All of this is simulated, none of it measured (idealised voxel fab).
A process module follows: voxel air gaps.
Cross-section cut spans 290 nm and uses square cells 5 nm in size.
This document writes a cross-section as a grid whose cells are square, and gives it as bands, listed from the top down; one or more rows of cells form a band. Top, bottom (nm), then materials left to right with widths (nm); lone material tagged "full width" fills the whole band edge to edge; "blank" = empty space. A quick word on heights: they are counted from 0, and under that level the wafer as it came to us is one material throughout. The lowest band is different from the rest in having no bottom; it simply continues downward, written as in "top 0, no bottom". Width "30..40": first value at the band's top row of cells, second value at its bottom row, equal change from row to row. You'll sometimes find "all unchanged" written for a step, and that's the way of saying that nowhere in the cross-section did a cell change during that step. This entry, "Non-vented voids", enumerates those empty regions of no fewer than 8 cells that possess no open connection to the top. Each region is reported in the form width x height at distance, the distance being taken from the left edge, with all three quantities expressed in nm. Anything after a step's settings on that line? It's the simulator's own note about the step. "overlay nm", when on a step's line for a step with a mask, measures how far to the right of its planned place the mask lay; a negative measure means to the left.
PROCESS STEPS FORESEEN IN THE PLAN
1: RECEIVE [material Si]
2: CONFORMAL_DEP [material SiO2] [thk nm 15]
3: CONFORMAL_DEP [material SiN] [thk nm 5]
4: DIRECTIONAL_DEP [material lowk] [thk nm 35]
5: MASKED_ETCH [tone open] [mask id LINES] [width nm 20] [pitch nm 50] [etch materials lowk] [depth nm 35] [overlay nm 0]
6: CONFORMAL_DEP [material TiN] [thk nm 5]
7: FILL_DEP [material Cu] [thk nm 10]
8: CMP [height nm 55]
9: EPI [material Ru] [thk nm 10]
10: SELECTIVE_ETCH [etch materials lowk] [depth nm 45]
11: CONFORMAL_DEP [material SiCN] [thk nm 5]
AS RECEIVED, AFTER STEP 1
> top 0, no bottom: Si full width
> Non-vented voids: none
CROSS-SECTION, FIRST OF TWO WAFERS, END OF MODULE, RUN AS PLANNED
> top 70, bottom 65: blank 45; SiCN 200; blank 45
> top 65, bottom 55: blank 45; SiCN 5; Ru 40; SiCN 10; Ru 40; SiCN 10; Ru 40; SiCN 10; Ru 40; SiCN 5; blank 45
> top 55, bottom 50: blank 45; SiCN 15; TiN 5; Cu 10; TiN 5; SiCN 30; TiN 5; Cu 10; TiN 5; SiCN 30; TiN 5; Cu 10; TiN 5; SiCN 30; TiN 5; Cu 10; TiN 5; SiCN 15; blank 45
> top 50, bottom 25: blank 55; SiCN 5; TiN 5; Cu 10; TiN 5; SiCN 5; blank 20; SiCN 5; TiN 5; Cu 10; TiN 5; SiCN 5; blank 20; SiCN 5; TiN 5; Cu 10; TiN 5; SiCN 5; blank 20; SiCN 5; TiN 5; Cu 10; TiN 5; SiCN 5; blank 55
> top 25, bottom 20: SiCN 60; TiN 20; SiCN 30; TiN 20; SiCN 30; TiN 20; SiCN 30; TiN 20; SiCN 60
> top 20, bottom 15: SiN full width
> top 15, bottom 0: SiO2 full width
> top 0, no bottom: Si full width
> Non-vented voids: 20 x 25 at 85; 20 x 25 at 135; 20 x 25 at 185
WAFER TWO, SECTIONED AFTER THE MODULE: THE FIRST WAFER'S START, THE FIRST WAFER'S PLAN, AND ONE MISTAKE IN HOW IT WAS RUN
> top 60, bottom 55: SiCN full width
> top 55, bottom 15: SiN full width
> top 15, bottom 0: SiO2 full width
> top 0, no bottom: Si full width
> Non-vented voids: none
In executing the process, a mistake was made relative to the plan: step 4, actual vs plan mismatch, actual run DIRECTIONAL_DEP [material SiN] [thk nm 35]
Upon completion, the second wafer contains, in terms of cells, a greater or smaller amount of certain materials than the first wafer: Cu -48, Ru -64, SiCN -104, SiN +406, TiN -64
So at the end we're looking at 3 closed voids on the first wafer and 0 on the second.
